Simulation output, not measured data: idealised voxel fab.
The process module that follows is named voxel capacitor over wiring.
Pictured: cross-section cut, 195 nm wide, on a grid of 5 nm square cells.
This document writes a cross-section as a grid whose cells are square, and gives it as bands, listed from the top down; one or more rows of cells form a band.
Per band: top height and bottom height in nm, followed by the left-to-right materials and their widths in nm; "everywhere" marks a single material spanning edge to edge, "air" marks empty space.
It should be noted that heights are counted from 0, beneath which the wafer as supplied is of one material throughout, and that the lowest band possesses no lower boundary but continues downward, as written in "from 0 down".
Think of "30..40" as a width that walks from the first number to the second as you go down the band, top row to bottom row, taking equal-sized steps from row to row.
For the purposes of this document, the phrase "no modification" attached to a step denotes that no cell within the cross-section was modified by that step.
Closed-off voids of 8+ cells (no open route to the top) go in "Listed closed voids", written width x height at distance from the left edge, in nm.
That trailing text on a step's line, after the settings, is the simulator's own remark on the step.
Each step line may optionally specify "overlay nm", which for a step with a mask gives the rightward distance between the mask's planned place and where it lay, a negative value indicating the leftward direction.
Below is the list of planned process steps
| 1 | RECEIVE,material Si |
| 2 | CONFORMAL_DEP,material SiO2,thk nm 15 |
| 3 | CONFORMAL_DEP,material SiN,thk nm 5 |
| 4 | DIRECTIONAL_DEP,material lowk,thk nm 15 |
| 5 | DIRECTIONAL_DEP,material aC,thk nm 15 |
| 6 | PATTERN,tone open,mask id METAL_1,material resist,width nm 30,pitch nm 80,thk nm 30,overlay nm 0 |
| 7 | DIRECTIONAL_ETCH,etch materials aC,depth nm 15 |
| 8 | STRIP,etch materials resist |
| 9 | DIRECTIONAL_ETCH,etch materials lowk,depth nm 15 |
| 10 | DIRECTIONAL_ETCH,etch materials SiN,depth nm 5 |
| 11 | STRIP,etch materials aC |
| 12 | CONFORMAL_DEP,material TiN,thk nm 5 |
| 13 | FILL_DEP,material Ru,thk nm 10 |
| 14 | CMP,height nm 35 |
| 15 | CONFORMAL_DEP,material SiCN,thk nm 5 |
| 16 | DIRECTIONAL_DEP,material SiO2,thk nm 15 |
| 17 | MASKED_ETCH,tone open,mask id PLUG_1,width nm 15,etch materials SiO2,depth nm 15,overlay nm 0 |
| 18 | MASKED_ETCH,tone open,mask id PLUG_1,width nm 15,etch materials SiCN,depth nm 5,overlay nm 0 |
| 19 | EPI,material Ru,thk nm 10 |
| 20 | EPI,material Ru,thk nm 10 |
| 21 | DIRECTIONAL_DEP,material TiN,thk nm 5 |
| 22 | DIRECTIONAL_DEP,material HfO2,thk nm 5 |
| 23 | DIRECTIONAL_DEP,material TiN,thk nm 5 |
| 24 | MASKED_ETCH,tone cover,mask id UPPER_PLATE,width nm 55,etch materials TiN,depth nm 5,overlay nm 0 |
| 25 | MASKED_ETCH,tone cover,mask id UPPER_PLATE,width nm 55,etch materials HfO2,depth nm 5,overlay nm 0 |
| 26 | MASKED_ETCH,tone cover,mask id LOWER_PLATE,width nm 65,etch materials TiN,depth nm 5,overlay nm 0 |
| 27 | FILL_DEP,material SiO2,thk nm 20 |
| 28 | CMP,height nm 85 |
| 29 | PATTERN,tone open,mask id PLUG_2,material resist,width nm 15,thk nm 15,overlay nm 0 |
| 30 | DIRECTIONAL_ETCH,etch materials SiO2,depth nm 15 |
| 31 | STRIP,etch materials resist |
| 32 | CONFORMAL_DEP,material TiN,thk nm 5 |
| 33 | FILL_DEP,material W,thk nm 5 |
| 34 | CMP,height nm 85 |
| 35 | CONFORMAL_DEP,material SiCN,thk nm 5 |
As received, after step 1
- from 0 down | Si everywhere
- Listed closed voids: none
First of two wafers, end-of-module section, run followed plan
- from 90 to 85 | SiCN everywhere
- from 85 to 75 | SiO2 65 nm | TiN 5 nm | W 5 nm | TiN 5 nm | SiO2 115 nm
- from 75 to 65 | SiO2 65..55 nm | TiN 15..55 nm | SiO2 115..85 nm
- from 65 to 60 | SiO2 55 nm | HfO2 55 nm | SiO2 85 nm
- from 60 to 55 | SiO2 50 nm | TiN 65 nm | SiO2 80 nm
- from 55 to 40 | SiO2 55 nm | Ru 15 nm | SiO2 125 nm
- from 40 to 35 | SiCN 55 nm | Ru 15 nm | SiCN 125 nm
- from 35 to 20 | lowk 40 nm | TiN 5 nm | Ru 20 nm | TiN 5 nm | lowk 50 nm | TiN 5 nm | Ru 20 nm | TiN 5 nm | lowk 45 nm
- from 20 to 15 | SiN 40 nm | TiN 30 nm | SiN 50 nm | TiN 30 nm | SiN 45 nm
- from 15 to 0 | SiO2 everywhere
- from 0 down | Si everywhere
- Listed closed voids: none
Presented here is a cross-section of the second of the two wafers as it stood at the end of the module. It was started in the same manner and assigned the same plan as the first wafer; however, one mistake was made in its execution
- from 90 to 85 | SiCN everywhere
- from 85 to 75 | SiO2 65 nm | TiN 5 nm | W 5 nm | TiN 5 nm | SiO2 115 nm
- from 75 to 65 | SiO2 65..55 nm | TiN 15..55 nm | SiO2 115..85 nm
- from 65 to 60 | SiO2 55 nm | HfO2 55 nm | SiO2 85 nm
- from 60 to 55 | SiO2 50 nm | TiN 65 nm | SiO2 80 nm
- from 55 to 40 | SiO2 50 nm | Ru 25 nm | SiO2 120 nm
- from 40 to 35 | SiCN 55 nm | Ru 15 nm | SiCN 125 nm
- from 35 to 20 | lowk 40 nm | TiN 5 nm | Ru 20 nm | TiN 5 nm | lowk 50 nm | TiN 5 nm | Ru 20 nm | TiN 5 nm | lowk 45 nm
- from 20 to 15 | SiN 40 nm | TiN 30 nm | SiN 50 nm | TiN 30 nm | SiN 45 nm
- from 15 to 0 | SiO2 everywhere
- from 0 down | Si everywhere
- Listed closed voids: none
What broke from the plan during processing? heads up, step 17 didn't go per plan, it actually ran as MASKED_ETCH,tone open,mask id PLUG_1,width nm 25,etch materials SiO2,depth nm 15,overlay nm 0
Final wafer comparison in cells, second versus first, more or fewer per material: +6 Ru | -6 SiO2
